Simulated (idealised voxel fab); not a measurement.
Process module heading - voxel air gaps
Xsec cut, 235 nm wide, square cell size 5 nm.
Think of the cross-section as a grid of square cells. We describe it in bands, top to bottom, and each band covers one or more rows of those cells. It is stipulated that each band's entry specify, in nanometres, the height of the top of the band and then that of its bottom, followed by the materials of the band in left-to-right sequence, each together with its width in nanometres. A single material marked by the word "everywhere" is understood to fill the band from edge to edge; the word "blank" is understood to denote empty space. Below 0: as-received wafer, all one material; heights counted from there. Lowest band: no bottom, goes on down, written "0 down". Per-row width for "30->40": begins at first number (top row of band), ends at second number (bottom row), increment between rows held constant. Basically "no modifications" means that step didn't change any cell in the cross-section. Reported under the label "Closed internal cavities" are the empty spaces having no open way to the top and comprising 8 cells or more; the notation for each is width x height at distance, in which the distance is measured from the left edge and all three values are in nm. On each step's line, the part that comes after the settings is the simulator's own comment on the step. overlay nm: mask offset rightward from planned place, masked step; negative means leftward offset.

Here's what the planned process steps look like
1. RECEIVE [material Si]
2. CONFORMAL_DEP [material SiO2] [thk nm 10]
3. CONFORMAL_DEP [material SiCN] [thk nm 5]
4. DIRECTIONAL_DEP [material SiO2] [thk nm 40]
5. MASKED_ETCH [tone open] [mask id LINES] [width nm 20] [pitch nm 45] [etch materials SiO2] [depth nm 40] [overlay nm 0]
6. CONFORMAL_DEP [material TiN] [thk nm 5]
7. FILL_DEP [material W] [thk nm 5]
8. CMP [height nm 55]
9. EPI [material Ru] [thk nm 10]
10. SELECTIVE_ETCH [etch materials SiO2] [depth nm 50]
11. CONFORMAL_DEP [material SiCN] [thk nm 5]

Delivered wafer in cross-section: state after step 1
	0 down | Si everywhere
	Closed internal cavities: none

End state of the module in cross-section, given the above starting point and plan and one mistake in execution
	70 to 65 | SiCN everywhere
	65 to 55 | Ru everywhere
	55 to 20 | W: 35  TiN: 5  SiO2: 20  TiN: 5  W: 15  TiN: 5  SiO2: 20  TiN: 5  W: 15  TiN: 5  SiO2: 20  TiN: 5  W: 15  TiN: 5  SiO2: 20  TiN: 5  W: 35
	20 to 15 | TiN: 40  SiO2: 20  TiN: 25  SiO2: 20  TiN: 25  SiO2: 20  TiN: 25  SiO2: 20  TiN: 40
	15 to 10 | SiCN everywhere
	10 to 0 | SiO2 everywhere
	0 down | Si everywhere
	Closed internal cavities: none
It is concluded that the wafer was processed incorrectly with respect to the plan, in that not per plan at step 5, really ran MASKED_ETCH [tone cover] [mask id LINES] [width nm 20] [pitch nm 45] [etch materials SiO2] [depth nm 40] [overlay nm 0]
